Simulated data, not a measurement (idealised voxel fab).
Title: Process Module voxel gate over fins
The width of the displayed cross-section, cut, is 240 nm; its cells are square, with a size of 5 nm.
A cross-section is written here as square cells arranged in a grid, and it is given in bands from the top down, each band taking up one or more rows of cells.
Band: top height; bottom height; in nm. Then, left to right: material with width in nm, for each material. "all across": a single material spanning edge to edge. "air": empty space.
Zero point of the height axis is 0; under it, received wafer = one material. Lowest band: continues down indefinitely, "0 -> down".
Width spec "30..40" -> top row of cells at first value, bottom row at second value, equal per-row change in between.
"nothing was modified" for a step: no cell of the cross-section changed in that step.
Entry "Completely sealed voids" = empty spaces >= 8 cells with no open way to the top; each as width x height at distance, distance from left edge, all nm.
That trailing text on a step's line, after the settings, is the simulator's own remark on the step.
You can add "overlay nm" to a step's line. For a step with a mask, it describes how far the mask lay to the right of its planned position, and a negative number describes a lay to the left.
-- The following list gives the planned process steps
1 RECEIVE (material Si)
2 CONFORMAL_DEP (material SiN; thk nm 10)
3 MASKED_ETCH (tone cover; mask id FINS; width nm 15; pitch nm 50; etch materials SiN; depth nm 10; overlay nm 0)
4 MASKED_ETCH (tone cover; mask id FINS; width nm 15; pitch nm 50; etch materials Si; depth nm 40; overlay nm 0)
5 FILL_DEP (material SiO2; thk nm 5)
6 CMP (height nm 10)
7 MASKED_ETCH (tone open; mask id RAIL; width nm 15; etch materials SiO2; depth nm 45; overlay nm 0)
8 CONFORMAL_DEP (material TiN; thk nm 5)
9 FILL_DEP (material Ru; thk nm 5)
10 CMP (height nm 10)
11 SELECTIVE_ETCH (etch materials W Ru TiN; depth nm 30)
12 FILL_DEP (material SiO2; thk nm 5)
13 CMP (height nm 10)
14 SELECTIVE_ETCH (etch materials SiO2; depth nm 20)
15 STRIP (etch materials SiN)
16 CONFORMAL_DEP (material HfO2; thk nm 5)
17 CONFORMAL_DEP (material TiN; thk nm 5)
18 FILL_DEP (material W; thk nm 15)
19 CMP (height nm 20)
20 CONFORMAL_DEP (material SiN; thk nm 10)
-- Step 1 complete: cross-section of the wafer as received
    0 -> down  Si all across
    Completely sealed voids: none
-- Starting wafer: above. Plan: above. Run: one mistake. Cross-section after the module: below
    30 -> 20  SiN all across
    20 -> 10  W all across
    10 -> 5  W (50) / TiN (35) / W (15) / TiN (35) / W (15) / TiN (35) / W (55)
    5 -> 0  W (50) / TiN (5) / HfO2 (25) / TiN (5) / W (15) / TiN (5) / HfO2 (25) / TiN (5) / W (15) / TiN (5) / HfO2 (25) / TiN (5) / W (55)
    0 -> -5  TiN (55) / HfO2 (5) / Si (15) / HfO2 (5) / TiN (25) / HfO2 (5) / Si (15) / HfO2 (5) / TiN (25) / HfO2 (5) / Si (15) / HfO2 (5) / TiN (60)
    -5 -> -10  HfO2 (60) / Si (15) / HfO2 (35) / Si (15) / HfO2 (35) / Si (15) / HfO2 (65)
    -10 -> -20  SiO2 (60) / Si (15) / SiO2 (35) / Si (15) / SiO2 (35) / Si (15) / SiO2 (65)
    -20 -> -30  SiO2 (60) / Si (15) / SiO2 (5) / TiN (5) / Ru (15) / TiN (5) / SiO2 (5) / Si (15) / SiO2 (35) / Si (15) / SiO2 (65)
    -30 -> -35  SiO2 (60) / Si (15) / SiO2 (5) / TiN (25) / SiO2 (5) / Si (15) / SiO2 (35) / Si (15) / SiO2 (65)
    -35 -> -40  SiO2 (60) / Si (15) / SiO2 (35) / Si (15) / SiO2 (35) / Si (15) / SiO2 (65)
    -40 -> down  Si all across
    Completely sealed voids: none
Deviation from plan: step 7 off recipe, ran as MASKED_ETCH (tone open; mask id RAIL; width nm 25; etch materials SiO2; depth nm 45; overlay nm 0)
